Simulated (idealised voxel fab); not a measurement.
This section sets out a process module, namely voxel local oxidation.
In the cross-section labelled cut, the width is 205 nm and each square cell is 5 nm.
Cross-section layout: square cells on a grid; listed as bands, top to bottom; a band spans one or more cell rows. Look at the band entry: it leads with the top's height and the bottom's height in nm. Then it lists the materials left to right, with a width in nm for each. The word "everywhere" on a single material says that material fills the band edge to edge. The word "empty" is empty space. Ref level 0: as-received wafer is one material below here. Bottom band extends down with no lower bound ("0 -> down"). The expression "30->40" gives the width at the extremes of the band, the first number at its top row of cells and the second at its bottom row, with the width changing by equal amounts from each row to the next in between. It should be understood that the words "nothing altered", when stated for a given step, signify that the cross-section underwent no change in any of its cells during that step. The list in "Closed void list" covers empty spaces of 8 cells or more that cannot reach the top through any open way, and it gives each as width x height at distance; the distance is from the left edge, and width, height and distance are in nm. Post-settings text on a step line: simulator's own remark regarding the step. Each step line may optionally specify "overlay nm", which for a step with a mask gives the rightward distance between the mask's planned place and where it lay, a negative value indicating the leftward direction.

# List of planned process steps
1) RECEIVE, material Si
2) OXIDIZE, depth nm 5
3) CONFORMAL_DEP, material SiN, thk nm 10
4) MASKED_ETCH, tone cover, mask id ACTIVE, width nm 100, etch materials SiN, depth nm 10, overlay nm 0
5) SELECTIVE_ETCH, etch materials SiO2, depth nm 5
6) OXIDIZE, depth nm 10
7) STRIP, etch materials SiN

# As received (post step 1): cross-section
    0 -> down = Si everywhere
    Closed void list: none

# First of two wafers, end-of-module section, run followed plan
    0 -> -5 = 55 empty, then 90 SiO2, then 60 empty
    -5 -> -15 = 65 SiO2, then 70 Si, then 70 SiO2
    -15 -> down = Si everywhere
    Closed void list: none

# So this is wafer number two of the two, cut at the end of the module - it started where the first did and had the same plan, we just got one thing wrong running it
    0 -> -5 = 45 SiO2, then 110 empty, then 50 SiO2
    -5 -> -15 = 35 Si, then 130 SiO2, then 40 Si
    -15 -> down = Si everywhere
    Closed void list: none
Against the plan, the run slipped here: heads up, step 4 didn't go per plan, it actually ran as MASKED_ETCH, tone open, mask id ACTIVE, width nm 100, etch materials SiN, depth nm 10, overlay nm 0
Upon completion, the second wafer contains, in terms of cells, a greater or smaller amount of certain materials than the first wafer: 2 more of Si; 1 fewer of SiO2
